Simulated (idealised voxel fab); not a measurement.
Documented hereafter: the process module known as voxel wiring stack.
Shown is cross-section cut, with a width of 165 nm and square cells of size 5 nm.
This document writes a cross-section as a grid whose cells are square, and gives it as bands, listed from the top down; one or more rows of cells form a band.
Top, bottom (nm), then materials left to right with widths (nm); lone material tagged "everywhere" fills the whole band edge to edge; "blank" = empty space.
Height is counted from the level 0, under which the received wafer is composed throughout of one material. The lowest of the bands is not closed at the bottom but continues downward, in the notation "0..down".
Read "30..40" as a graded width: first number on top, second number at the bottom, same change between each pair of neighbouring rows.
"nothing different" for a step: no cell of the cross-section changed in that step.
The label "Closed void listing" introduces a list of the empty spaces, 8 cells or larger, that have no open way up to the top; each entry in it reads width x height at distance, where the distance is taken from the left edge and all three are stated in nm.
Text after the settings on a step's line: the simulator's own remark on that step.
overlay nm: mask offset rightward from planned place, masked step; negative means leftward offset.

Intended process steps:
step 1: RECEIVE with material Si
step 2: CONFORMAL_DEP with material SiO2, thk nm 15
step 3: CONFORMAL_DEP with material SiCN, thk nm 5
step 4: DIRECTIONAL_DEP with material lowk, thk nm 25
step 5: DIRECTIONAL_DEP with material aC, thk nm 10
step 6: PATTERN with tone open, mask id METAL_1, material resist, width nm 25, pitch nm 40, thk nm 25, overlay nm 0
step 7: DIRECTIONAL_ETCH with etch materials aC, depth nm 10
step 8: STRIP with etch materials resist
step 9: DIRECTIONAL_ETCH with etch materials lowk, depth nm 25
step 10: DIRECTIONAL_ETCH with etch materials SiCN, depth nm 5
step 11: STRIP with etch materials aC
step 12: CONFORMAL_DEP with material TiN, thk nm 5
step 13: FILL_DEP with material Cu, thk nm 10
step 14: CMP with height nm 45
step 15: CONFORMAL_DEP with material SiCN, thk nm 5
step 16: DIRECTIONAL_DEP with material SiO2, thk nm 20
step 17: PATTERN with tone open, mask id PLUG_1, material resist, width nm 15, pitch nm 40, thk nm 15, overlay nm 0
step 18: DIRECTIONAL_ETCH with etch materials SiO2, depth nm 20
step 19: DIRECTIONAL_ETCH with etch materials SiCN, depth nm 5
step 20: STRIP with etch materials resist
step 21: EPI with material Ru, thk nm 10
step 22: EPI with material Ru, thk nm 10
step 23: EPI with material Ru, thk nm 5
step 24: CONFORMAL_DEP with material SiCN, thk nm 5
step 25: DIRECTIONAL_DEP with material SiO2, thk nm 20
step 26: DIRECTIONAL_DEP with material aC, thk nm 10
step 27: PATTERN with tone open, mask id METAL_2, material resist, width nm 25, pitch nm 40, thk nm 25, overlay nm 0
step 28: DIRECTIONAL_ETCH with etch materials aC, depth nm 10
step 29: STRIP with etch materials resist
step 30: DIRECTIONAL_ETCH with etch materials SiO2, depth nm 20
step 31: DIRECTIONAL_ETCH with etch materials SiCN, depth nm 5
step 32: STRIP with etch materials aC
step 33: CONFORMAL_DEP with material TiN, thk nm 5
step 34: FILL_DEP with material W, thk nm 10
step 35: CMP with height nm 95
step 36: CONFORMAL_DEP with material SiN, thk nm 5

First wafer of two (run as planned):

Cross-section of the wafer upon arrival, representing the state reached after step 1:
0..down = Si everywhere
Closed void listing: none

After step 2: wafer cross-section:
15..0 = SiO2 everywhere
Note: structure below 0 unchanged.

After step 3: wafer cross-section:
20..15 = SiCN everywhere
Note: structure below 15 unchanged.

After step 4: wafer cross-section:
45..20 = lowk everywhere
Note: structure below 20 unchanged.

After step 5: wafer cross-section:
55..45 = aC everywhere
Note: structure below 45 unchanged.

After step 6: wafer cross-section:
80..55 = resist: 30, then blank: 25, then resist: 15, then blank: 25, then resist: 15, then blank: 25, then resist: 30
Note: structure below 55 unchanged.

After step 7: wafer cross-section:
70..55 = resist: 30, then blank: 25, then resist: 15, then blank: 25, then resist: 15, then blank: 25, then resist: 30
55..45 = aC: 30, then blank: 25, then aC: 15, then blank: 25, then aC: 15, then blank: 25, then aC: 30
Note: structure below 45 unchanged.

After step 8: wafer cross-section:
55..45 = aC: 30, then blank: 25, then aC: 15, then blank: 25, then aC: 15, then blank: 25, then aC: 30
Note: structure below 45 unchanged.

After step 9: wafer cross-section:
55..45 = aC: 30, then blank: 25, then aC: 15, then blank: 25, then aC: 15, then blank: 25, then aC: 30
45..20 = lowk: 30, then blank: 25, then lowk: 15, then blank: 25, then lowk: 15, then blank: 25, then lowk: 30
Note: structure below 20 unchanged.

After step 10: wafer cross-section:
55..45 = aC: 30, then blank: 25, then aC: 15, then blank: 25, then aC: 15, then blank: 25, then aC: 30
45..20 = lowk: 30, then blank: 25, then lowk: 15, then blank: 25, then lowk: 15, then blank: 25, then lowk: 30
20..15 = SiCN: 30, then blank: 25, then SiCN: 15, then blank: 25, then SiCN: 15, then blank: 25, then SiCN: 30
Note: structure below 15 unchanged.

After step 11: wafer cross-section:
45..20 = lowk: 30, then blank: 25, then lowk: 15, then blank: 25, then lowk: 15, then blank: 25, then lowk: 30
Note: structure below 20 unchanged.

After step 12: wafer cross-section:
50..45 = TiN: 35, then blank: 15, then TiN: 25, then blank: 15, then TiN: 25, then blank: 15, then TiN: 35
45..20 = lowk: 30, then TiN: 5, then blank: 15, then TiN: 5, then lowk: 15, then TiN: 5, then blank: 15, then TiN: 5, then lowk: 15, then TiN: 5, then blank: 15, then TiN: 5, then lowk: 30
20..15 = SiCN: 30, then TiN: 25, then SiCN: 15, then TiN: 25, then SiCN: 15, then TiN: 25, then SiCN: 30
Note: structure below 15 unchanged.

After step 13: wafer cross-section:
60..50 = Cu everywhere
50..45 = TiN: 35, then Cu: 15, then TiN: 25, then Cu: 15, then TiN: 25, then Cu: 15, then TiN: 35
45..20 = lowk: 30, then TiN: 5, then Cu: 15, then TiN: 5, then lowk: 15, then TiN: 5, then Cu: 15, then TiN: 5, then lowk: 15, then TiN: 5, then Cu: 15, then TiN: 5, then lowk: 30
Note: structure below 20 unchanged.

After step 14: wafer cross-section:
45..20 = lowk: 30, then TiN: 5, then Cu: 15, then TiN: 5, then lowk: 15, then TiN: 5, then Cu: 15, then TiN: 5, then lowk: 15, then TiN: 5, then Cu: 15, then TiN: 5, then lowk: 30
Note: structure below 20 unchanged.

After step 15: wafer cross-section:
50..45 = SiCN everywhere
Note: structure below 45 unchanged.

After step 16: wafer cross-section:
70..50 = SiO2 everywhere
Note: structure below 50 unchanged.

After step 17: wafer cross-section:
85..70 = resist: 30, then blank: 15, then resist: 25, then blank: 15, then resist: 25, then blank: 15, then resist: 40
Note: structure below 70 unchanged.

After step 18: wafer cross-section:
85..70 = resist: 30, then blank: 15, then resist: 25, then blank: 15, then resist: 25, then blank: 15, then resist: 40
70..50 = SiO2: 30, then blank: 15, then SiO2: 25, then blank: 15, then SiO2: 25, then blank: 15, then SiO2: 40
Note: structure below 50 unchanged.

After step 19: wafer cross-section:
85..70 = resist: 30, then blank: 15, then resist: 25, then blank: 15, then resist: 25, then blank: 15, then resist: 40
70..50 = SiO2: 30, then blank: 15, then SiO2: 25, then blank: 15, then SiO2: 25, then blank: 15, then SiO2: 40
50..45 = SiCN: 30, then blank: 15, then SiCN: 25, then blank: 15, then SiCN: 25, then blank: 15, then SiCN: 40
Note: structure below 45 unchanged.

After step 20: wafer cross-section:
70..50 = SiO2: 30, then blank: 15, then SiO2: 25, then blank: 15, then SiO2: 25, then blank: 15, then SiO2: 40
Note: structure below 50 unchanged.

After step 21: wafer cross-section:
70..55 = SiO2: 30, then blank: 15, then SiO2: 25, then blank: 15, then SiO2: 25, then blank: 15, then SiO2: 40
55..50 = SiO2: 30, then Ru: 15, then SiO2: 25, then Ru: 15, then SiO2: 25, then Ru: 15, then SiO2: 40
50..45 = SiCN: 30, then Ru: 15, then SiCN: 25, then Ru: 15, then SiCN: 25, then Ru: 15, then SiCN: 40
Note: structure below 45 unchanged.

After step 22: wafer cross-section:
70..65 = SiO2: 30, then blank: 15, then SiO2: 25, then blank: 15, then SiO2: 25, then blank: 15, then SiO2: 40
65..50 = SiO2: 30, then Ru: 15, then SiO2: 25, then Ru: 15, then SiO2: 25, then Ru: 15, then SiO2: 40
Note: structure below 50 unchanged.

After step 23: wafer cross-section:
70..50 = SiO2: 30, then Ru: 15, then SiO2: 25, then Ru: 15, then SiO2: 25, then Ru: 15, then SiO2: 40
Note: structure below 50 unchanged.

After step 24: wafer cross-section:
75..70 = SiCN everywhere
Note: structure below 70 unchanged.

After step 25: wafer cross-section:
95..75 = SiO2 everywhere
Note: structure below 75 unchanged.

After step 26: wafer cross-section:
105..95 = aC everywhere
Note: structure below 95 unchanged.

After step 27: wafer cross-section:
130..105 = resist: 30, then blank: 25, then resist: 15, then blank: 25, then resist: 15, then blank: 25, then resist: 30
Note: structure below 105 unchanged.

After step 28: wafer cross-section:
120..105 = resist: 30, then blank: 25, then resist: 15, then blank: 25, then resist: 15, then blank: 25, then resist: 30
105..95 = aC: 30, then blank: 25, then aC: 15, then blank: 25, then aC: 15, then blank: 25, then aC: 30
Note: structure below 95 unchanged.

After step 29: wafer cross-section:
105..95 = aC: 30, then blank: 25, then aC: 15, then blank: 25, then aC: 15, then blank: 25, then aC: 30
Note: structure below 95 unchanged.

After step 30: wafer cross-section:
105..95 = aC: 30, then blank: 25, then aC: 15, then blank: 25, then aC: 15, then blank: 25, then aC: 30
95..75 = SiO2: 30, then blank: 25, then SiO2: 15, then blank: 25, then SiO2: 15, then blank: 25, then SiO2: 30
Note: structure below 75 unchanged.

After step 31: wafer cross-section:
105..95 = aC: 30, then blank: 25, then aC: 15, then blank: 25, then aC: 15, then blank: 25, then aC: 30
95..75 = SiO2: 30, then blank: 25, then SiO2: 15, then blank: 25, then SiO2: 15, then blank: 25, then SiO2: 30
75..70 = SiCN: 30, then blank: 25, then SiCN: 15, then blank: 25, then SiCN: 15, then blank: 25, then SiCN: 30
Note: structure below 70 unchanged.

After step 32: wafer cross-section:
95..75 = SiO2: 30, then blank: 25, then SiO2: 15, then blank: 25, then SiO2: 15, then blank: 25, then SiO2: 30
Note: structure below 75 unchanged.

After step 33: wafer cross-section:
100..95 = TiN: 35, then blank: 15, then TiN: 25, then blank: 15, then TiN: 25, then blank: 15, then TiN: 35
95..75 = SiO2: 30, then TiN: 5, then blank: 15, then TiN: 5, then SiO2: 15, then TiN: 5, then blank: 15, then TiN: 5, then SiO2: 15, then TiN: 5, then blank: 15, then TiN: 5, then SiO2: 30
75..70 = SiCN: 30, then TiN: 25, then SiCN: 15, then TiN: 25, then SiCN: 15, then TiN: 25, then SiCN: 30
Note: structure below 70 unchanged.

After step 34: wafer cross-section:
110..100 = W everywhere
100..95 = TiN: 35, then W: 15, then TiN: 25, then W: 15, then TiN: 25, then W: 15, then TiN: 35
95..75 = SiO2: 30, then TiN: 5, then W: 15, then TiN: 5, then SiO2: 15, then TiN: 5, then W: 15, then TiN: 5, then SiO2: 15, then TiN: 5, then W: 15, then TiN: 5, then SiO2: 30
Note: structure below 75 unchanged.

After step 35: wafer cross-section:
95..75 = SiO2: 30, then TiN: 5, then W: 15, then TiN: 5, then SiO2: 15, then TiN: 5, then W: 15, then TiN: 5, then SiO2: 15, then TiN: 5, then W: 15, then TiN: 5, then SiO2: 30
Note: structure below 75 unchanged.

After step 36: wafer cross-section:
100..95 = SiN everywhere
Note: structure below 95 unchanged.

Second wafer, same starting conditions and recipe as the first, one mistake in executing it, nothing differs from the first up to and including step 15:

Look at the second wafer in cross-section at the time step 16 ought to have finished:
90..50 = SiO2 everywhere
Note: structure below 50 unchanged.

Look at the second wafer in cross-section at the time step 17 ought to have finished:
105..90 = resist: 30, then blank: 15, then resist: 25, then blank: 15, then resist: 25, then blank: 15, then resist: 40
Note: structure below 90 unchanged.

Look at the second wafer in cross-section at the time step 18 ought to have finished:
105..90 = resist: 30, then blank: 15, then resist: 25, then blank: 15, then resist: 25, then blank: 15, then resist: 40
90..70 = SiO2: 30, then blank: 15, then SiO2: 25, then blank: 15, then SiO2: 25, then blank: 15, then SiO2: 40
Note: structure below 70 unchanged.

Look at the second wafer in cross-section at the time step 19 ought to have finished: nothing different

Look at the second wafer in cross-section at the time step 20 ought to have finished:
90..70 = SiO2: 30, then blank: 15, then SiO2: 25, then blank: 15, then SiO2: 25, then blank: 15, then SiO2: 40
Note: structure below 70 unchanged.

Look at the second wafer in cross-section at the time step 21 ought to have finished: nothing different

Look at the second wafer in cross-section at the time step 22 ought to have finished: nothing different

Look at the second wafer in cross-section at the time step 23 ought to have finished: nothing different

Look at the second wafer in cross-section at the time step 24 ought to have finished:
95..90 = SiCN: 35, then blank: 5, then SiCN: 35, then blank: 5, then SiCN: 35, then blank: 5, then SiCN: 45
90..75 = SiO2: 30, then SiCN: 5, then blank: 5, then SiCN: 5, then SiO2: 25, then SiCN: 5, then blank: 5, then SiCN: 5, then SiO2: 25, then SiCN: 5, then blank: 5, then SiCN: 5, then SiO2: 40
75..70 = SiO2: 30, then SiCN: 15, then SiO2: 25, then SiCN: 15, then SiO2: 25, then SiCN: 15, then SiO2: 40
Note: structure below 70 unchanged.

Look at the second wafer in cross-section at the time step 25 ought to have finished:
115..95 = SiO2: 35, then blank: 5, then SiO2: 35, then blank: 5, then SiO2: 35, then blank: 5, then SiO2: 45
95..90 = SiCN: 35, then SiO2: 5, then SiCN: 35, then SiO2: 5, then SiCN: 35, then SiO2: 5, then SiCN: 45
90..75 = SiO2: 30, then SiCN: 5, then SiO2: 5, then SiCN: 5, then SiO2: 25, then SiCN: 5, then SiO2: 5, then SiCN: 5, then SiO2: 25, then SiCN: 5, then SiO2: 5, then SiCN: 5, then SiO2: 40
Note: structure below 75 unchanged.

Look at the second wafer in cross-section at the time step 26 ought to have finished:
125..115 = aC: 35, then blank: 5, then aC: 35, then blank: 5, then aC: 35, then blank: 5, then aC: 45
115..105 = SiO2: 35, then blank: 5, then SiO2: 35, then blank: 5, then SiO2: 35, then blank: 5, then SiO2: 45
105..95 = SiO2: 35, then aC: 5, then SiO2: 35, then aC: 5, then SiO2: 35, then aC: 5, then SiO2: 45
Note: structure below 95 unchanged.

Look at the second wafer in cross-section at the time step 27 ought to have finished:
150..125 = resist: 30, then blank: 25, then resist: 15, then blank: 25, then resist: 15, then blank: 25, then resist: 30
Note: structure below 125 unchanged.

Look at the second wafer in cross-section at the time step 28 ought to have finished:
140..125 = resist: 30, then blank: 25, then resist: 15, then blank: 25, then resist: 15, then blank: 25, then resist: 30
125..115 = aC: 30, then blank: 25, then aC: 15, then blank: 25, then aC: 15, then blank: 25, then aC: 30
115..95 = SiO2: 35, then blank: 5, then SiO2: 35, then blank: 5, then SiO2: 35, then blank: 5, then SiO2: 45
Note: structure below 95 unchanged.

Look at the second wafer in cross-section at the time step 29 ought to have finished:
125..115 = aC: 30, then blank: 25, then aC: 15, then blank: 25, then aC: 15, then blank: 25, then aC: 30
Note: structure below 115 unchanged.

Look at the second wafer in cross-section at the time step 30 ought to have finished:
125..115 = aC: 30, then blank: 25, then aC: 15, then blank: 25, then aC: 15, then blank: 25, then aC: 30
115..95 = SiO2: 30, then blank: 25, then SiO2: 15, then blank: 25, then SiO2: 15, then blank: 25, then SiO2: 30
95..90 = SiCN: 35, then blank: 5, then SiCN: 35, then blank: 5, then SiCN: 35, then blank: 5, then SiCN: 45
90..75 = SiO2: 30, then SiCN: 5, then blank: 5, then SiCN: 5, then SiO2: 25, then SiCN: 5, then blank: 5, then SiCN: 5, then SiO2: 25, then SiCN: 5, then blank: 5, then SiCN: 5, then SiO2: 40
Note: structure below 75 unchanged.

Look at the second wafer in cross-section at the time step 31 ought to have finished:
125..115 = aC: 30, then blank: 25, then aC: 15, then blank: 25, then aC: 15, then blank: 25, then aC: 30
115..95 = SiO2: 30, then blank: 25, then SiO2: 15, then blank: 25, then SiO2: 15, then blank: 25, then SiO2: 30
95..90 = SiCN: 30, then blank: 25, then SiCN: 15, then blank: 25, then SiCN: 15, then blank: 25, then SiCN: 30
90..70 = SiO2: 30, then SiCN: 5, then blank: 5, then SiCN: 5, then SiO2: 25, then SiCN: 5, then blank: 5, then SiCN: 5, then SiO2: 25, then SiCN: 5, then blank: 5, then SiCN: 5, then SiO2: 40
Note: structure below 70 unchanged.

Look at the second wafer in cross-section at the time step 32 ought to have finished:
115..95 = SiO2: 30, then blank: 25, then SiO2: 15, then blank: 25, then SiO2: 15, then blank: 25, then SiO2: 30
Note: structure below 95 unchanged.

Look at the second wafer in cross-section at the time step 33 ought to have finished:
120..115 = TiN: 35, then blank: 15, then TiN: 25, then blank: 15, then TiN: 25, then blank: 15, then TiN: 35
115..95 = SiO2: 30, then TiN: 5, then blank: 15, then TiN: 5, then SiO2: 15, then TiN: 5, then blank: 15, then TiN: 5, then SiO2: 15, then TiN: 5, then blank: 15, then TiN: 5, then SiO2: 30
95..90 = SiCN: 30, then TiN: 25, then SiCN: 15, then TiN: 25, then SiCN: 15, then TiN: 25, then SiCN: 30
90..70 = SiO2: 30, then SiCN: 5, then TiN: 5, then SiCN: 5, then SiO2: 25, then SiCN: 5, then TiN: 5, then SiCN: 5, then SiO2: 25, then SiCN: 5, then TiN: 5, then SiCN: 5, then SiO2: 40
Note: structure below 70 unchanged.

Look at the second wafer in cross-section at the time step 34 ought to have finished:
130..120 = W everywhere
120..115 = TiN: 35, then W: 15, then TiN: 25, then W: 15, then TiN: 25, then W: 15, then TiN: 35
115..95 = SiO2: 30, then TiN: 5, then W: 15, then TiN: 5, then SiO2: 15, then TiN: 5, then W: 15, then TiN: 5, then SiO2: 15, then TiN: 5, then W: 15, then TiN: 5, then SiO2: 30
Note: structure below 95 unchanged.

Look at the second wafer in cross-section at the time step 35 ought to have finished:
95..90 = SiCN: 30, then TiN: 25, then SiCN: 15, then TiN: 25, then SiCN: 15, then TiN: 25, then SiCN: 30
Note: structure below 90 unchanged.

Look at the second wafer in cross-section at the time step 36 ought to have finished:
100..95 = SiN everywhere
Note: structure below 95 unchanged.
Where did the run depart from the plan? step 16 of the plan saw execution twice
The closing comparison, in cells, has the second wafer with more or fewer of some materials than the first: Ru -45, SiCN +33, SiO2 +60, TiN -12, W -36
